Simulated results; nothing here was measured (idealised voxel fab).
A process module follows: voxel released beams.
The cross-section shown here is cut; it is 250 nm wide and divided into square cells measuring 5 nm on a side.
Cross-section layout: square cells on a grid; listed as bands, top to bottom; a band spans one or more cell rows. Heights first: top, then bottom, in nm. Then materials, left to right, each with a width in nm. "all across" on a single material: fills the band edge to edge. "air": empty space. We count height from 0. Below that, the starting wafer is all one material. The lowest band never ends at the bottom but goes on down; see "0 down" for how that is written. With a width like "30..40", each row of cells in the band differs from the next by the same amount, the top row carrying the first number and the bottom row the second. Any step labelled "no change occurred" changed none of the cells in the cross-section. "Closed-off voids" means: voids of 8 cells or more that are shut off from the top with no open way through. Written width x height at distance, distance from the left edge, in nm. Post-settings text on a step line: simulator's own remark regarding the step. overlay nm: where the mask lay relative to plan, measured to the right, on steps with a mask; negatives go left.

### Process steps foreseen in the plan
1,RECEIVE,material Si
2,CONFORMAL_DEP,material SiN,thk nm 5
3,DIRECTIONAL_DEP,material SiO2,thk nm 5
4,PATTERN,tone open,mask id ANCHOR,material resist,width nm 25,thk nm 15,overlay nm 0
5,DIRECTIONAL_ETCH,etch materials SiO2,depth nm 10
6,STRIP,etch materials resist
7,CONFORMAL_DEP,material W,thk nm 10
8,DIRECTIONAL_DEP,material aC,thk nm 10
9,PATTERN,tone cover,mask id BEAM,material resist,width nm 70,thk nm 25,overlay nm 0
10,DIRECTIONAL_ETCH,etch materials aC,depth nm 10
11,STRIP,etch materials resist
12,DIRECTIONAL_ETCH,etch materials W,depth nm 10
13,STRIP,etch materials aC
14,STRIP,etch materials SiO2
Be aware that, although all wafers share a common starting state, the thk nm at step 3 differs among them, and the plan displays the first wafer's value.

### As-received state after step 1, first of several wafers, cross-section
> 0 down: Si all across
> Closed-off voids: none

### Per-wafer rows below. For each material: cells gained (+) or lost (-) since the wafer was received, as of end of module. Then: closed voids
thk nm 5; +50 SiN; +32 W; Closed-off voids: none
thk nm 10; +50 SiN; +36 W; Closed-off voids: none
thk nm 15; +50 SiN; Closed-off voids: none
thk nm 20; +50 SiN; Closed-off voids: none
thk nm 25; +50 SiN; Closed-off voids: none
